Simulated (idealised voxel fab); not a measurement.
Documented hereafter: the process module known as voxel tone inversion.
We display cut, a cross-section 190 nm in width whose square cells are each 5 nm.
A cross-section is a grid of square cells, given in bands from the top down. A band is one or more rows of cells. This entry defines a band. It first specifies the height of the band's top and the height of its bottom in nm, and then specifies the band's materials from left to right, stating each material with its width in nm. The word "all across" identifies a single material that fills the band from edge to edge, while the word "empty" identifies empty space. A quick word on heights: they are counted from 0, and under that level the wafer as it came to us is one material throughout. The lowest band is different from the rest in having no bottom; it simply continues downward, written as in "0 down". The notation "30->40" denotes a width that varies across the rows of cells in the band, beginning at the first number in the top row, finishing at the second number in the bottom row, and changing by an identical amount from each row to the next. What does "remained unchanged" mean for a step? It means no cell of the cross-section changed in that step. Listed in "Completely sealed voids": every empty space of 8 or more cells without an open way to the top. Form: width x height at distance, the distance being from the left edge, all in nm. Note: text after step settings on the step line = simulator remark on that step. "overlay nm" on a masked step: distance the mask lay right of its planned place, negative for left.
PROCESS STEPS (PLANNED)
| 1 | RECEIVE [material Si] |
| 2 | CONFORMAL_DEP [material SiN] [thk nm 5] |
| 3 | DIRECTIONAL_DEP [material aC] [thk nm 20] |
| 4 | PATTERN [tone cover] [mask id POSTS] [material resist] [width nm 25] [pitch nm 50] [thk nm 30] [overlay nm 0] |
| 5 | DIRECTIONAL_ETCH [etch materials aC] [depth nm 20] |
| 6 | STRIP [etch materials resist] |
| 7 | FILL_DEP [material lowk] [thk nm 10] |
| 8 | CMP [height nm 25] |
| 9 | STRIP [etch materials aC] |
| 10 | CONFORMAL_DEP [material TiN] [thk nm 5] |
| 11 | FILL_DEP [material W] [thk nm 10] |
| 12 | CMP [height nm 25] |
| 13 | CONFORMAL_DEP [material SiCN] [thk nm 5] |
WAFER CROSS-SECTION ON RECEIPT, I.E. AFTER STEP 1
  0 down | Si all across
  Completely sealed voids: none
WHAT THE WAFER LOOKS LIKE IN CROSS-SECTION AFTER THIS MODULE, WHEN IT STARTS AS SHOWN ABOVE AND FOLLOWS THE PLAN ABOVE BUT ONE MISTAKE IS MADE IN RUNNING IT
  30 to 25 | SiCN all across
  25 to 10 | 50 of W | 5 of TiN | 25 of lowk | 5 of TiN | 15 of W | 5 of TiN | 25 of lowk | 5 of TiN | 55 of W
  10 to 5 | 55 of TiN | 25 of lowk | 25 of TiN | 25 of lowk | 60 of TiN
  5 to 0 | SiN all across
  0 down | Si all across
  Completely sealed voids: none
The plan and the run diverged here: the process deviated at step 4: the operation and settings actually run there were PATTERN [tone open] [mask id POSTS] [material resist] [width nm 25] [pitch nm 50] [thk nm 30] [overlay nm 0]
